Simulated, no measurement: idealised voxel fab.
Title: Process Module voxel double patterning
Cross-sectional view cut (width: 300 nm; square cell size: 5 nm).
This document writes a cross-section as a grid whose cells are square, and gives it as bands, listed from the top down; one or more rows of cells form a band. Band entry format. Leading values: height of top, height of bottom, nm. Remainder: materials in left-to-right order, each with its width in nm. Special words: "full width" on a single material, which then fills the band edge to edge; "blank", empty space. For the purposes of this specification, 0 denotes the height below which the wafer in its as-received condition is composed wholly of one material, and the lowermost band, lacking a lower limit, extends downward without end, as expressed in "z 0 and below". The notation "30 to 40" denotes a width that varies across the rows of cells in the band, beginning at the first number in the top row, finishing at the second number in the bottom row, and changing by an identical amount from each row to the next. A step reported as "all unchanged" is a step in which no cell of the cross-section changed. The label "Voids, enclosed" introduces a list of the empty spaces, 8 cells or larger, that have no open way up to the top; each entry in it reads width x height at distance, where the distance is taken from the left edge and all three are stated in nm. Read whatever lies past the settings on a step's line as the simulator's own remark about the step. overlay nm: how far to the right of its planned place the mask lay on this masked step (negative: to the left).

# plan
| 1 | RECEIVE,material Si |
| 2 | CONFORMAL_DEP,material SiN,thk nm 5 |
| 3 | DIRECTIONAL_DEP,material SiO2,thk nm 20 |
| 4 | DIRECTIONAL_DEP,material SiCN,thk nm 10 |
| 5 | DIRECTIONAL_DEP,material aC,thk nm 10 |
| 6 | PATTERN,tone open,mask id FIRST,material resist,width nm 15,pitch nm 50,thk nm 25,overlay nm 0 |
| 7 | DIRECTIONAL_ETCH,etch materials aC,depth nm 10 |
| 8 | STRIP,etch materials resist |
| 9 | DIRECTIONAL_ETCH,etch materials SiCN,depth nm 10 |
| 10 | STRIP,etch materials aC |
| 11 | DIRECTIONAL_DEP,material aC,thk nm 10 |
| 12 | PATTERN,tone open,mask id SECOND,material resist,width nm 15,pitch nm 50,thk nm 30,overlay nm 0 |
| 13 | DIRECTIONAL_ETCH,etch materials aC,depth nm 10 |
| 14 | STRIP,etch materials resist |
| 15 | DIRECTIONAL_ETCH,etch materials SiCN,depth nm 10 |
| 16 | STRIP,etch materials aC |
| 17 | DIRECTIONAL_ETCH,etch materials SiO2,depth nm 20 |
| 18 | STRIP,etch materials SiCN |

# Wafer as received: cross-section following step 1
    z 0 and below  Si full width
    Voids, enclosed: none

# The module was run from the start shown above using the plan shown above, but one mistake was made doing it; the resulting wafer cross-section is below
    z 20 to 0  SiO2: 90 | blank: 15 | SiO2: 10 | blank: 15 | SiO2: 10 | blank: 15 | SiO2: 10 | blank: 15 | SiO2: 10 | blank: 15 | SiO2: 95
    z 0 and below  Si full width
    Voids, enclosed: none
Nonconformance to the process plan: step 2 of the plan was excluded from execution and never run
